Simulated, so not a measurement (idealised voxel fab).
The name of this process module is voxel self aligned vias.
It is cross-section cut that appears here, measuring 230 nm in width, its square cells being 5 nm in size.
This document writes a cross-section as a grid whose cells are square, and gives it as bands, listed from the top down; one or more rows of cells form a band.
Basically the band line says how high the top is and how high the bottom is, in nm, and then what's in it from left to right, every material with its width in nm. Empty space shows up as "empty", and if a single material carries "all across" it runs the full band edge to edge.
Zero point of the height axis is 0; under it, received wafer = one material. Lowest band: continues down indefinitely, "0 down".
A two-number width, for instance "30->40", indicates that the width is equal to the first number in the top row of the band and to the second number in the bottom row, and that it changes by a constant amount per row of cells.
"nothing got changed" (step): cross-section cells unchanged, all of them.
The label "Enclosed empty spaces" introduces a list of the empty spaces, 8 cells or larger, that have no open way up to the top; each entry in it reads width x height at distance, where the distance is taken from the left edge and all three are stated in nm.
Read whatever lies past the settings on a step's line as the simulator's own remark about the step.
overlay nm: mask offset rightward from planned place, masked step; negative means leftward offset.

LIST OF PLANNED PROCESS STEPS
step 1: op RECEIVE | material Si
step 2: op CONFORMAL_DEP | material SiO2 | thk nm 10
step 3: op CONFORMAL_DEP | material SiCN | thk nm 5
step 4: op DIRECTIONAL_DEP | material SiO2 | thk nm 30
step 5: op DIRECTIONAL_DEP | material aC | thk nm 15
step 6: op PATTERN | tone open | mask id LINES | material resist | width nm 25 | pitch nm 55 | thk nm 30 | overlay nm 0
step 7: op DIRECTIONAL_ETCH | etch materials aC | depth nm 15
step 8: op STRIP | etch materials resist
step 9: op DIRECTIONAL_ETCH | etch materials SiO2 | depth nm 30
step 10: op STRIP | etch materials aC
step 11: op CONFORMAL_DEP | material TiN | thk nm 5
step 12: op FILL_DEP | material W | thk nm 5
step 13: op CMP | height nm 45
step 14: op SELECTIVE_ETCH | etch materials W Ru TiN | depth nm 10
step 15: op FILL_DEP | material SiN | thk nm 5
step 16: op CMP | height nm 45
step 17: op DIRECTIONAL_DEP | material SiO2 | thk nm 15
step 18: op DIRECTIONAL_DEP | material aC | thk nm 10
step 19: op PATTERN | tone open | mask id VIAS | material resist | width nm 35 | pitch nm 55 | thk nm 25 | overlay nm 0
step 20: op DIRECTIONAL_ETCH | etch materials aC | depth nm 10
step 21: op STRIP | etch materials resist
step 22: op DIRECTIONAL_ETCH | etch materials SiO2 | depth nm 15
step 23: op DIRECTIONAL_ETCH | etch materials SiN | depth nm 10
step 24: op STRIP | etch materials aC
step 25: op CONFORMAL_DEP | material TiN | thk nm 5
step 26: op FILL_DEP | material Ru | thk nm 5
step 27: op CMP | height nm 60
step 28: op CONFORMAL_DEP | material SiCN | thk nm 5

STEP 1 COMPLETE: CROSS-SECTION OF THE WAFER AS RECEIVED
- 0 down = Si all across
- Enclosed empty spaces: none

THE PLAN ABOVE WAS CARRIED OUT ON THE STARTING STRUCTURE ABOVE WITH ONE MISTAKE, AND THIS CROSS-SECTION SHOWS THE WAFER AT THE END OF THE MODULE
- 65 to 60 = SiCN all across
- 60 to 50 = 40 nm SiO2, 5 nm TiN, 25 nm Ru, 5 nm TiN, 20 nm SiO2, 5 nm TiN, 25 nm Ru, 5 nm TiN, 20 nm SiO2, 5 nm TiN, 25 nm Ru, 5 nm TiN, 45 nm SiO2
- 50 to 40 = 40->45 nm SiO2, 10->5 nm TiN, 15 nm Ru, 10->5 nm TiN, 20->30 nm SiO2, 10->5 nm TiN, 15 nm Ru, 10->5 nm TiN, 20->30 nm SiO2, 10->5 nm TiN, 15 nm Ru, 10->5 nm TiN, 45->50 nm SiO2
- 40 to 35 = 45 nm SiO2, 25 nm TiN, 30 nm SiO2, 25 nm TiN, 30 nm SiO2, 25 nm TiN, 50 nm SiO2
- 35 to 30 = 45 nm SiO2, 25 nm SiN, 30 nm SiO2, 25 nm SiN, 30 nm SiO2, 25 nm SiN, 50 nm SiO2
- 30 to 20 = 45 nm SiO2, 5 nm TiN, 15 nm W, 5 nm TiN, 30 nm SiO2, 5 nm TiN, 15 nm W, 5 nm TiN, 30 nm SiO2, 5 nm TiN, 15 nm W, 5 nm TiN, 50 nm SiO2
- 20 to 15 = 45 nm SiO2, 25 nm TiN, 30 nm SiO2, 25 nm TiN, 30 nm SiO2, 25 nm TiN, 50 nm SiO2
- 15 to 10 = SiCN all across
- 10 to 0 = SiO2 all across
- 0 down = Si all across
- Enclosed empty spaces: none
Run error: step 14, actual vs plan mismatch, actual run op SELECTIVE_ETCH | etch materials W Ru TiN | depth nm 15
